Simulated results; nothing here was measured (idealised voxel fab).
Herein follows the process module entitled voxel capacitor over wiring.
Section cut is 155 nm wide and gridded with 5 nm square cells.
Cross-sections here: square-cell grids, written as top-down lists of bands, a band being one or more rows of cells. The band entry comprises the height of the band's top followed by the height of its bottom, expressed in nm, and subsequently the band's materials from left to right, each stated together with its width in nm. Where a single material is marked with the word "all across", that material fills the band from edge to edge. The word "blank" represents empty space. Height 0 is the level under which the wafer as received is all one material. The lowest band goes on downwards, as in "0 down". Width spec "30->40" -> top row of cells at first value, bottom row at second value, equal per-row change in between. "nothing different" after a step means that no cell of the cross-section changed. Heads up: "Closed cavities" only lists the empty pockets with no open path to the top that are 8 cells or more, and it writes them as width x height at distance, distance from the left edge, in nm. What comes after the settings on a step's line is commentary from the simulator itself on that step. The line of a step may include "overlay nm". On a step with a mask, this value is how far to the right of its planned place the mask lay. A negative value means the mask lay to the left.

This section lists the process steps that were planned:
1: op RECEIVE | material Si
2: op CONFORMAL_DEP | material SiO2 | thk nm 15
3: op CONFORMAL_DEP | material SiN | thk nm 5
4: op DIRECTIONAL_DEP | material SiO2 | thk nm 25
5: op DIRECTIONAL_DEP | material aC | thk nm 15
6: op PATTERN | tone open | mask id METAL_1 | material resist | width nm 30 | pitch nm 80 | thk nm 35 | overlay nm 0
7: op DIRECTIONAL_ETCH | etch materials aC | depth nm 15
8: op STRIP | etch materials resist
9: op DIRECTIONAL_ETCH | etch materials SiO2 | depth nm 25
10: op DIRECTIONAL_ETCH | etch materials SiN | depth nm 5
11: op STRIP | etch materials aC
12: op CONFORMAL_DEP | material TiN | thk nm 5
13: op FILL_DEP | material Ru | thk nm 5
14: op CMP | height nm 45
15: op CONFORMAL_DEP | material SiCN | thk nm 5
16: op DIRECTIONAL_DEP | material lowk | thk nm 15
17: op MASKED_ETCH | tone open | mask id PLUG_1 | width nm 15 | etch materials lowk | depth nm 15 | overlay nm 0
18: op MASKED_ETCH | tone open | mask id PLUG_1 | width nm 15 | etch materials SiCN | depth nm 5 | overlay nm 0
19: op EPI | material Ru | thk nm 10
20: op EPI | material Ru | thk nm 10
21: op DIRECTIONAL_DEP | material TiN | thk nm 10
22: op DIRECTIONAL_DEP | material HfO2 | thk nm 5
23: op DIRECTIONAL_DEP | material TiN | thk nm 10
24: op DIRECTIONAL_DEP | material aC | thk nm 15
25: op PATTERN | tone cover | mask id UPPER_PLATE | material resist | width nm 55 | thk nm 30 | overlay nm 0
26: op DIRECTIONAL_ETCH | etch materials aC | depth nm 15
27: op STRIP | etch materials resist
28: op DIRECTIONAL_ETCH | etch materials TiN | depth nm 10
29: op DIRECTIONAL_ETCH | etch materials HfO2 | depth nm 5
30: op STRIP | etch materials aC
31: op DIRECTIONAL_DEP | material aC | thk nm 10
32: op PATTERN | tone cover | mask id LOWER_PLATE | material resist | width nm 65 | thk nm 30 | overlay nm -15
33: op DIRECTIONAL_ETCH | etch materials aC | depth nm 10
34: op STRIP | etch materials resist
35: op DIRECTIONAL_ETCH | etch materials TiN | depth nm 10
36: op STRIP | etch materials aC
37: op FILL_DEP | material SiO2 | thk nm 20
38: op CMP | height nm 105
39: op MASKED_ETCH | tone open | mask id PLUG_2 | width nm 15 | etch materials SiO2 | depth nm 15 | overlay nm 0
40: op CONFORMAL_DEP | material TiN | thk nm 5
41: op FILL_DEP | material Ru | thk nm 10
42: op CMP | height nm 105
43: op CONFORMAL_DEP | material SiCN | thk nm 5
The wafers are alike at the start. At step 32, their overlay nm differs. The plan lists the first wafer's value.

Cross-section of the first of several received wafers, showing its state after step 1:
  0 down: Si all across
  Closed cavities: none

Every row in this table is a wafer at the end of the module, and it gives, for each of the materials, the cells that wafer has gained (+) or lost (-) since it was received, then its closed voids:
overlay nm -15, +11 HfO2, +54 Ru, +59 SiCN, +19 SiN, +368 SiO2, +87 TiN, +84 lowk, Closed cavities: none
overlay nm -10, +11 HfO2, +54 Ru, +59 SiCN, +19 SiN, +368 SiO2, +87 TiN, +84 lowk, Closed cavities: none
overlay nm -5, +11 HfO2, +54 Ru, +59 SiCN, +19 SiN, +368 SiO2, +87 TiN, +84 lowk, Closed cavities: none
overlay nm 0, +11 HfO2, +54 Ru, +59 SiCN, +19 SiN, +368 SiO2, +87 TiN, +84 lowk, Closed cavities: none
overlay nm 5, +11 HfO2, +54 Ru, +59 SiCN, +19 SiN, +368 SiO2, +87 TiN, +84 lowk, Closed cavities: none
overlay nm 10, +11 HfO2, +54 Ru, +59 SiCN, +19 SiN, +368 SiO2, +87 TiN, +84 lowk, Closed cavities: none
overlay nm 15, +11 HfO2, +54 Ru, +59 SiCN, +19 SiN, +368 SiO2, +87 TiN, +84 lowk, Closed cavities: none
